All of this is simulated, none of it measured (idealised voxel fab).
process module | voxel air gaps
The cross-section shown here is cut; it is 150 nm wide and divided into square cells measuring 5 nm on a side.
Format of a cross-section: grid, square cells. Given as bands. Order: top down. Band: one or more rows of cells. For a band, the entry starts with two heights in nm, that of the top and then that of the bottom, and carries on with the band's materials in order from left to right, each alongside its width in nm; the word "throughout" beside a single material means it fills the band edge to edge, and "empty" means empty space. Heads up on the height convention: 0 is the point under which the incoming wafer is all one material, and the lowest band has no bottom, it just keeps going down, like "from 0 down". A two-number width, for instance "30..40", indicates that the width is equal to the first number in the top row of the band and to the second number in the bottom row, and that it changes by a constant amount per row of cells. "nothing altered" means the step left every cell of the cross-section as it was. The entry titled "Closed voids list" provides the empty spaces that have no open way to the top, restricted to those of 8 cells or more. Each is presented as width x height at distance, the distance being measured from the left edge, with all three in nm. Post-settings text on a step line: simulator's own remark regarding the step. Each step line may optionally specify "overlay nm", which for a step with a mask gives the rightward distance between the mask's planned place and where it lay, a negative value indicating the leftward direction.
STEPS PLANNED FOR THE PROCESS
1,RECEIVE (material Si)
2,CONFORMAL_DEP (material SiO2; thk nm 10)
3,CONFORMAL_DEP (material SiN; thk nm 5)
4,DIRECTIONAL_DEP (material SiO2; thk nm 30)
5,MASKED_ETCH (tone open; mask id LINES; width nm 15; pitch nm 45; etch materials SiO2; depth nm 30; overlay nm -5)
6,CONFORMAL_DEP (material TiN; thk nm 5)
7,FILL_DEP (material Ru; thk nm 10)
8,CMP (height nm 45)
9,EPI (material Ru; thk nm 10)
10,SELECTIVE_ETCH (etch materials SiO2; depth nm 40)
11,CONFORMAL_DEP (material SiN; thk nm 5)
Same starting wafers, different overlay nm at step 5. Plan value belongs to the first wafer.
THE FIRST OF SEVERAL WAFERS AS RECEIVED, SHOWN IN CROSS-SECTION; THIS IS ITS STATE AFTER STEP 1
- from 0 down  Si throughout
- Closed voids list: none
QUICK KEY FOR THE TABLE: A ROW PER WAFER, TAKEN AT THE END OF THE MODULE. FOR EACH MATERIAL IT TELLS YOU HOW MANY CELLS THE WAFER GAINED (+) OR LOST (-) SINCE IT CAME IN, AND THE CLOSED VOIDS COME AFTER
overlay nm -5 | +57 Ru | +132 SiN | +60 SiO2 | +39 TiN | Closed voids list: 10 x 20 at 0; 20 x 20 at 35; 20 x 20 at 80
overlay nm 0 | +57 Ru | +132 SiN | +60 SiO2 | +39 TiN | Closed voids list: 20 x 20 at 40; 20 x 20 at 85
overlay nm 5 | +57 Ru | +132 SiN | +60 SiO2 | +39 TiN | Closed voids list: 20 x 20 at 45; 20 x 20 at 90
overlay nm 10 | +57 Ru | +132 SiN | +60 SiO2 | +39 TiN | Closed voids list: 20 x 20 at 50; 20 x 20 at 95; 10 x 20 at 140
